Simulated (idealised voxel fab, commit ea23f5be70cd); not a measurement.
process module | voxel tone inversion
cross-section cut | 210 nm wide | cells 5 nm
A cross-section is a grid of square cells, given in bands from the top down. A band is one or more rows of cells.
Each band's line starts with the height of the band's top and of its bottom, in nm. Then come its materials from left to right, each with its width in nm. One material with "throughout" fills the band from edge to edge. "air" is empty space.
Height 0 is the level under which the wafer as received is all one material. The lowest band goes on downwards, as in "0 down".
A width such as "30 to 40" changes by the same amount from each row of cells to the next, from the band's top row to its bottom row.
"no change" after a step means that no cell of the cross-section changed.
closed voids: empty space of 8 cells or more with no open way to the top, each as width x height at its distance from the left edge, in nm
after a step's settings: what the simulator itself notes on the step
overlay nm, on a step with a mask: how far to the right of its planned place the mask lay; to the left if negative
plan
1 op RECEIVE | material Si
2 op CONFORMAL_DEP | material SiCN | thk nm 5
3 op DIRECTIONAL_DEP | material polySi | thk nm 25
4 op PATTERN | tone cover | mask id POSTS | material resist | width nm 20 | pitch nm 35 | thk nm 35 | overlay nm 0
5 op DIRECTIONAL_ETCH | etch materials polySi | depth nm 25
6 op STRIP | etch materials resist
7 op FILL_DEP | material lowk | thk nm 5
8 op CMP | height nm 30
9 op STRIP | etch materials polySi
as received, after step 1
  0 down: Si throughout
  closed voids: none
first wafer at the end, as planned
  30 to 5: lowk 75 | air 20 | lowk 15 | air 20 | lowk 80
  5 to 0: SiCN throughout
  0 down: Si throughout
  closed voids: none
second wafer at the end: like start, like plan, one mistake
  30 to 5: air 75 | lowk 20 | air 15 | lowk 20 | air 80
  5 to 0: SiCN throughout
  0 down: Si throughout
  closed voids: none
what went wrong: step 4 ran as: op PATTERN | tone open | mask id POSTS | material resist | width nm 20 | pitch nm 35 | thk nm 35 | overlay nm 0
at the end the second wafer has, in cells: 130 fewer of lowk
